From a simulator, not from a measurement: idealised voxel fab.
The name of this process module is voxel self aligned vias.
Section cut is 220 nm wide and gridded with 5 nm square cells.
We lay out every cross-section as a grid of square cells and spell it out in bands from the top down, where one band means one or more rows of cells.
First you get the band's top height and its bottom height, in nm, and then the materials it's made of, left to right, with each width in nm. If you see a single material with "full width", that one covers the band edge to edge. "air" is empty space.
Height 0 is the level under which the wafer as received is all one material. The lowest band goes on downwards, as in "top 0, no bottom".
You'd read "30 to 40" like this: the band's top row of cells is as wide as the first number, its bottom row is as wide as the second, and going down, every row changes width by the same amount as the row before did.
"all unchanged", as given for a step, is the statement that not any cell of the cross-section underwent a change during that step.
The entry "Encapsulated voids" lists the empty spaces that cover at least 8 cells and have no open path to the top. Each is written as width x height at distance, where the distance is measured from the left edge and all three values are in nm.
What comes after the settings on a step's line is commentary from the simulator itself on that step.
Each step line may optionally specify "overlay nm", which for a step with a mask gives the rightward distance between the mask's planned place and where it lay, a negative value indicating the leftward direction.
# Planned step list for the process
| 1 | op RECEIVE | material Si |
| 2 | op CONFORMAL_DEP | material SiO2 | thk nm 10 |
| 3 | op CONFORMAL_DEP | material SiCN | thk nm 5 |
| 4 | op DIRECTIONAL_DEP | material SiO2 | thk nm 20 |
| 5 | op MASKED_ETCH | tone open | mask id LINES | width nm 20 | pitch nm 65 | etch materials SiO2 | depth nm 20 | overlay nm 0 |
| 6 | op CONFORMAL_DEP | material TiN | thk nm 5 |
| 7 | op FILL_DEP | material Ru | thk nm 5 |
| 8 | op CMP | height nm 35 |
| 9 | op SELECTIVE_ETCH | etch materials W Ru TiN | depth nm 5 |
| 10 | op FILL_DEP | material SiN | thk nm 5 |
| 11 | op CMP | height nm 35 |
| 12 | op DIRECTIONAL_DEP | material SiO2 | thk nm 20 |
| 13 | op DIRECTIONAL_DEP | material aC | thk nm 15 |
| 14 | op PATTERN | tone open | mask id VIAS | material resist | width nm 40 | pitch nm 130 | thk nm 35 | overlay nm 0 |
| 15 | op DIRECTIONAL_ETCH | etch materials aC | depth nm 15 |
| 16 | op STRIP | etch materials resist |
| 17 | op DIRECTIONAL_ETCH | etch materials SiO2 | depth nm 20 |
| 18 | op DIRECTIONAL_ETCH | etch materials SiN | depth nm 5 |
| 19 | op STRIP | etch materials aC |
| 20 | op CONFORMAL_DEP | material TiN | thk nm 5 |
| 21 | op FILL_DEP | material Ru | thk nm 5 |
| 22 | op CMP | height nm 55 |
| 23 | op CONFORMAL_DEP | material SiN | thk nm 5 |
# Received-state cross-section, reflecting completion of step 1
- top 0, no bottom = Si full width
- Encapsulated voids: none
# a wafer at the end: this start, this plan, one mistake
- top 60, bottom 55 = SiN full width
- top 55, bottom 35 = SiO2=25  TiN=5  Ru=30  TiN=5  SiO2=90  TiN=5  Ru=30  TiN=5  SiO2=25
- top 35, bottom 30 = SiN=25  TiN=40  SiN=90  TiN=40  SiN=25
- top 30, bottom 25 = TiN=40  Ru=10  TiN=55  Ru=10  TiN=55  Ru=10  TiN=40
- top 25, bottom 10 = SiO2=35  TiN=5  Ru=10  TiN=5  SiO2=45  TiN=5  Ru=10  TiN=5  SiO2=45  TiN=5  Ru=10  TiN=5  SiO2=35
- top 10, bottom 5 = SiO2=35  TiN=20  SiO2=45  TiN=20  SiO2=45  TiN=20  SiO2=35
- top 5, bottom 0 = SiCN full width
- top 0, no bottom = Si full width
- Encapsulated voids: none
Here's what went sideways: with respect to the plan, step 2 was omitted and not executed
